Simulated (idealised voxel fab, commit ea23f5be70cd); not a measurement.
process module | voxel ribs on slabs
cross-section cut | 195 nm wide | cells 5 nm
A cross-section is a grid of square cells, given in bands from the top down. A band is one or more rows of cells.
Each band's line starts with the height of the band's top and of its bottom, in nm. Then come its materials from left to right, each with its width in nm. One material with "throughout" fills the band from edge to edge. "air" is empty space.
Height 0 is the level under which the wafer as received is all one material. The lowest band goes on downwards, as in "0 down".
A width such as "30 to 40" changes by the same amount from each row of cells to the next, from the band's top row to its bottom row.
"no change" after a step means that no cell of the cross-section changed.
closed voids: empty space of 8 cells or more with no open way to the top, each as width x height at its distance from the left edge, in nm
after a step's settings: what the simulator itself notes on the step
overlay nm, on a step with a mask: how far to the right of its planned place the mask lay; to the left if negative
plan
1 op RECEIVE | material Si
2 op DIRECTIONAL_DEP | material SiO2 | thk nm 20
3 op DIRECTIONAL_DEP | material SiN | thk nm 25
4 op MASKED_ETCH | tone cover | mask id RIB | width nm 15 | etch materials SiN | depth nm 5 | overlay nm -15
5 op PATTERN | tone cover | mask id SLAB | material resist | width nm 55 | thk nm 15 | overlay nm 0
6 op DIRECTIONAL_ETCH | etch materials SiN | depth nm 20
7 op STRIP | etch materials resist
8 op FILL_DEP | material SiO2 | thk nm 30
9 op CMP | height nm 65
10 op DIRECTIONAL_DEP | material W | thk nm 10
11 op DIRECTIONAL_DEP | material aC | thk nm 10
12 op PATTERN | tone cover | mask id HEATER | material resist | width nm 25 | thk nm 25 | overlay nm 0
13 op DIRECTIONAL_ETCH | etch materials aC | depth nm 10
14 op STRIP | etch materials resist
15 op DIRECTIONAL_ETCH | etch materials W | depth nm 10
16 op STRIP | etch materials aC
17 op CONFORMAL_DEP | material SiN | thk nm 10
varied across the wafers: overlay nm of step 4. The plan shows the first wafer's value. All wafers start alike
first wafer as received, after step 1
  0 down: Si throughout
  closed voids: none
first wafer at the end, after step 17
  85 to 75: air 75 | SiN 45 | air 75
  75 to 65: SiN 85 | W 25 | SiN 85
  65 to 45: SiO2 throughout
  45 to 40: SiO2 75 | SiN 15 | SiO2 105
  40 to 20: SiO2 70 | SiN 55 | SiO2 70
  20 to 0: SiO2 throughout
  0 down: Si throughout
  closed voids: none
last wafer at the end
  85 to 75: air 75 | SiN 45 | air 75
  75 to 65: SiN 85 | W 25 | SiN 85
  65 to 45: SiO2 throughout
  45 to 40: SiO2 105 | SiN 15 | SiO2 75
  40 to 20: SiO2 70 | SiN 55 | SiO2 70
  20 to 0: SiO2 throughout
  0 down: Si throughout
  closed voids: none
each wafer at the end: cells of each material gained (+) or lost (-) since it was received, then its closed voids
overlay nm -15 | +133 SiN | +460 SiO2 | +10 W | closed voids: none
overlay nm -10 | +133 SiN | +460 SiO2 | +10 W | closed voids: none
overlay nm -5 | +133 SiN | +460 SiO2 | +10 W | closed voids: none
overlay nm 0 | +133 SiN | +460 SiO2 | +10 W | closed voids: none
overlay nm 5 | +133 SiN | +460 SiO2 | +10 W | closed voids: none
overlay nm 10 | +133 SiN | +460 SiO2 | +10 W | closed voids: none
overlay nm 15 | +133 SiN | +460 SiO2 | +10 W | closed voids: none
